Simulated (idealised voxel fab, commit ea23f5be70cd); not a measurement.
The name of this process module is voxel transistor to metal.
Square cells of 5 nm make up the cross-section cut, whose width is 150 nm.
Bands, listed from the top down, are how a cross-section gets written in this document; the cross-section itself is a grid of square cells, and a band is one or more rows of them.
This entry defines a band. It first specifies the height of the band's top and the height of its bottom in nm, and then specifies the band's materials from left to right, stating each material with its width in nm. The word "all across" identifies a single material that fills the band from edge to edge, while the word "air" identifies empty space.
It should be noted that heights are counted from 0, beneath which the wafer as supplied is of one material throughout, and that the lowest band possesses no lower boundary but continues downward, as written in "0..down".
Note: "30 to 40" means the width goes from the first number (top row of the band) to the second number (bottom row) in equal steps per row of cells.
Given "no alteration" for a step, no cell of the cross-section differs between before and after that step.
Each empty space that has no open way to the top and spans at least 8 cells appears under "Fully enclosed voids" as width x height at distance, the distance counted from the left edge, all in nm.
Formally, on a step line, whatever follows the settings is a remark that the simulator itself makes on the step.
A step's line can hold "overlay nm"; with a mask on that step, the setting says how far right of the planned place the mask lay, while a negative setting says it lay to the left.
The process steps that were planned are listed below:
step 1: op RECEIVE | material Si
step 2: op OXIDIZE | depth nm 5
step 3: op CONFORMAL_DEP | material SiN | thk nm 10
step 4: op PATTERN | tone cover | mask id ACTIVE | material resist | width nm 120 | thk nm 15 | overlay nm 0
step 5: op DIRECTIONAL_ETCH | etch materials SiN | depth nm 10
step 6: op DIRECTIONAL_ETCH | etch materials SiO2 | depth nm 5
step 7: op DIRECTIONAL_ETCH | etch materials Si | depth nm 35
step 8: op STRIP | etch materials resist
step 9: op FILL_DEP | material SiO2 | thk nm 10
step 10: op CMP | height nm 10
step 11: op SELECTIVE_ETCH | etch materials SiO2 | depth nm 10
step 12: op STRIP | etch materials SiN
step 13: op SELECTIVE_ETCH | etch materials SiO2 | depth nm 5
step 14: op OXIDIZE | depth nm 5
step 15: op DIRECTIONAL_DEP | material polySi | thk nm 20
step 16: op DIRECTIONAL_DEP | material SiCN | thk nm 15
step 17: op MASKED_ETCH | tone cover | mask id GATE | width nm 30 | etch materials SiCN | depth nm 25 | overlay nm 0
step 18: op MASKED_ETCH | tone cover | mask id GATE | width nm 30 | etch materials polySi | depth nm 30 | overlay nm 0
step 19: op CONFORMAL_DEP | material SiO2 | thk nm 5
step 20: op DIRECTIONAL_ETCH | etch materials SiO2 | depth nm 5
step 21: op CONFORMAL_DEP | material SiN | thk nm 10
step 22: op DIRECTIONAL_ETCH | etch materials SiN | depth nm 10
step 23: op DIRECTIONAL_ETCH | etch materials SiO2 | depth nm 5
step 24: op DIRECTIONAL_ETCH | etch materials Si | depth nm 5
step 25: op EPI | material nSi | thk nm 5
step 26: op FILL_DEP | material SiO2 | thk nm 5
step 27: op CMP | height nm 15
step 28: op STRIP | etch materials polySi
step 29: op SELECTIVE_ETCH | etch materials SiO2 | depth nm 5
step 30: op CONFORMAL_DEP | material HfO2 | thk nm 5
step 31: op CONFORMAL_DEP | material TiN | thk nm 5
step 32: op FILL_DEP | material W | thk nm 5
step 33: op CMP | height nm 10
step 34: op DIRECTIONAL_DEP | material SiO2 | thk nm 15
step 35: op PATTERN | tone open | mask id CONTACT | material resist | width nm 20 | pitch nm 90 | thk nm 15 | overlay nm 0
step 36: op DIRECTIONAL_ETCH | etch materials SiO2 | depth nm 35
step 37: op STRIP | etch materials resist
step 38: op CONFORMAL_DEP | material TiN | thk nm 5
step 39: op FILL_DEP | material W | thk nm 10
step 40: op CMP | height nm 25
step 41: op CONFORMAL_DEP | material SiCN | thk nm 5
step 42: op DIRECTIONAL_DEP | material lowk | thk nm 25
step 43: op MASKED_ETCH | tone open | mask id METAL_1 | width nm 20 | pitch nm 90 | etch materials lowk | depth nm 25 | overlay nm 0
step 44: op MASKED_ETCH | tone open | mask id METAL_1 | width nm 20 | pitch nm 90 | etch materials SiCN | depth nm 5 | overlay nm 0
step 45: op CONFORMAL_DEP | material TiN | thk nm 5
step 46: op FILL_DEP | material Cu | thk nm 10
step 47: op CMP | height nm 55
step 48: op CONFORMAL_DEP | material SiCN | thk nm 5
step 49: op DIRECTIONAL_DEP | material lowk | thk nm 25
step 50: op DIRECTIONAL_DEP | material aC | thk nm 10
step 51: op PATTERN | tone open | mask id METAL_2 | material resist | width nm 20 | pitch nm 90 | thk nm 30 | overlay nm 0
step 52: op DIRECTIONAL_ETCH | etch materials aC | depth nm 10
step 53: op STRIP | etch materials resist
step 54: op DIRECTIONAL_ETCH | etch materials lowk | depth nm 15
step 55: op STRIP | etch materials aC
step 56: op DIRECTIONAL_DEP | material aC | thk nm 15
step 57: op PATTERN | tone open | mask id METAL_2_HOLES | material resist | width nm 15 | pitch nm 90 | thk nm 30 | overlay nm 0
step 58: op DIRECTIONAL_ETCH | etch materials aC | depth nm 15
step 59: op STRIP | etch materials resist
step 60: op DIRECTIONAL_ETCH | etch materials lowk | depth nm 10
step 61: op DIRECTIONAL_ETCH | etch materials SiCN | depth nm 5
step 62: op STRIP | etch materials aC
step 63: op CONFORMAL_DEP | material TiN | thk nm 5
step 64: op FILL_DEP | material Ru | thk nm 10
step 65: op CMP | height nm 85
step 66: op CONFORMAL_DEP | material SiN | thk nm 5
Step 1 complete: cross-section of the wafer as received:
0..down: Si all across
Fully enclosed voids: none
Starting structure and process plan are as shown above, but one mistake was made in running the module; the wafer cross-section at the end of the module follows:
90..85: SiN all across
85..75: lowk 20, then TiN 5, then Ru 10, then TiN 5, then lowk 70, then TiN 5, then Ru 10, then TiN 5, then lowk 20
75..70: lowk 20, then TiN 5, then Ru 5, then TiN 10, then lowk 70, then TiN 5, then Ru 5, then TiN 10, then lowk 20
70..60: lowk 20, then TiN 5, then Ru 5, then TiN 5, then lowk 75, then TiN 5, then Ru 5, then TiN 5, then lowk 25
60..55: SiCN 20, then TiN 15, then SiCN 75, then TiN 15, then SiCN 25
55..30: lowk 20, then TiN 5, then Cu 10, then TiN 5, then lowk 70, then TiN 5, then Cu 10, then TiN 5, then lowk 20
30..25: SiCN 20, then TiN 20, then SiCN 70, then TiN 20, then SiCN 20
25..10: SiCN all across
10..0: SiO2 45, then SiN 10, then HfO2 5, then TiN 5, then W 20, then TiN 5, then HfO2 5, then SiN 10, then SiO2 45
0..-5: SiO2 45, then SiN 10, then HfO2 5, then TiN 30, then HfO2 5, then SiN 10, then SiO2 45
-5..-10: SiO2 40, then nSi 5, then SiO2 10, then HfO2 40, then SiO2 10, then nSi 5, then SiO2 40
-10..-15: SiO2 15, then nSi 30, then Si 60, then nSi 30, then SiO2 15
-15..-40: SiO2 15, then Si 120, then SiO2 15
-40..down: Si all across
Fully enclosed voids: none
Processing error: step 34 did not happen as planned, as run it was op DIRECTIONAL_DEP | material SiCN | thk nm 15
